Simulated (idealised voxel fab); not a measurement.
Herein follows the process module entitled voxel quadruple lines.
The cross-section on display is named cut; it measures 175 nm wide, and its cells are 5 nm squares.
Cross-section layout: square cells on a grid; listed as bands, top to bottom; a band spans one or more cell rows. The entry gives the band's vertical extent as a top height and a bottom height in nm, then its horizontal make-up as materials from left to right, each with a width in nm. "blank" stands for empty space; a single material marked "throughout" fills the band edge to edge. Convention: height 0 is the level below which the wafer, as received, is all one material. The lowest band does not terminate at the bottom but continues downward, represented as "0 nm and below". A width such as "30->40" changes by the same amount from each row of cells to the next, from the band's top row to its bottom row. The designation "nothing got changed", where it is given for a processing step, indicates that no cell of the cross-section was altered in the course of that step. Entry "Enclosed cavity list". Content: empty spaces with no open connection to the top, size 8 cells or greater. Each: width x height at distance. Distance: from left edge. Unit: nm. Anything after a step's settings on that line? It's the simulator's own note about the step. overlay nm, on a step with a mask: how far to the right of its planned place the mask lay; to the left if negative.
PROCESS STEPS FORESEEN IN THE PLAN
1: RECEIVE [material Si]
2: CONFORMAL_DEP [material SiO2] [thk nm 10]
3: DIRECTIONAL_DEP [material TiN] [thk nm 15]
4: DIRECTIONAL_DEP [material polySi] [thk nm 20]
5: DIRECTIONAL_DEP [material aC] [thk nm 25]
6: PATTERN [tone cover] [mask id MANDREL] [material resist] [width nm 25] [pitch nm 80] [thk nm 30] [overlay nm 0]
7: DIRECTIONAL_ETCH [etch materials aC] [depth nm 25]
8: STRIP [etch materials resist]
9: CONFORMAL_DEP [material SiO2] [thk nm 15]
10: DIRECTIONAL_ETCH [etch materials SiO2] [depth nm 15]
11: STRIP [etch materials aC]
12: DIRECTIONAL_ETCH [etch materials polySi] [depth nm 20]
13: STRIP [etch materials SiO2]
14: CONFORMAL_DEP [material SiN] [thk nm 5]
15: DIRECTIONAL_ETCH [etch materials SiN] [depth nm 5]
16: STRIP [etch materials polySi]
17: DIRECTIONAL_ETCH [etch materials TiN] [depth nm 15]
18: STRIP [etch materials SiN]
19: FILL_DEP [material lowk] [thk nm 10]
20: CMP [height nm 25]
WAFER AS RECEIVED: CROSS-SECTION FOLLOWING STEP 1
> 0 nm and below | Si throughout
> Enclosed cavity list: none
CROSS-SECTION, FIRST OF TWO WAFERS, END OF MODULE, RUN AS PLANNED
> 25 nm to 10 nm | lowk (15); TiN (5); lowk (15); TiN (5); lowk (15); TiN (5); lowk (15); TiN (5); lowk (15); TiN (5); lowk (15); TiN (5); lowk (15); TiN (5); lowk (15); TiN (5); lowk (15)
> 10 nm to 0 nm | SiO2 throughout
> 0 nm and below | Si throughout
> Enclosed cavity list: none
HERE'S THE SECOND OF OUR TWO WAFERS SECTIONED AT MODULE END. SAME START AS THE FIRST, SAME PLAN, BUT ONE MISTAKE GOT MADE RUNNING IT
> 25 nm to 10 nm | polySi throughout
> 10 nm to 0 nm | SiO2 throughout
> 0 nm and below | Si throughout
> Enclosed cavity list: none
Want to know what went wrong? steps 3 and 4 of the plan were each performed in the slot designated for the other
Per the end-of-run cell counts, the second wafer holds more or fewer of some materials than the first: 24 fewer of TiN, 81 fewer of lowk, 105 more of polySi
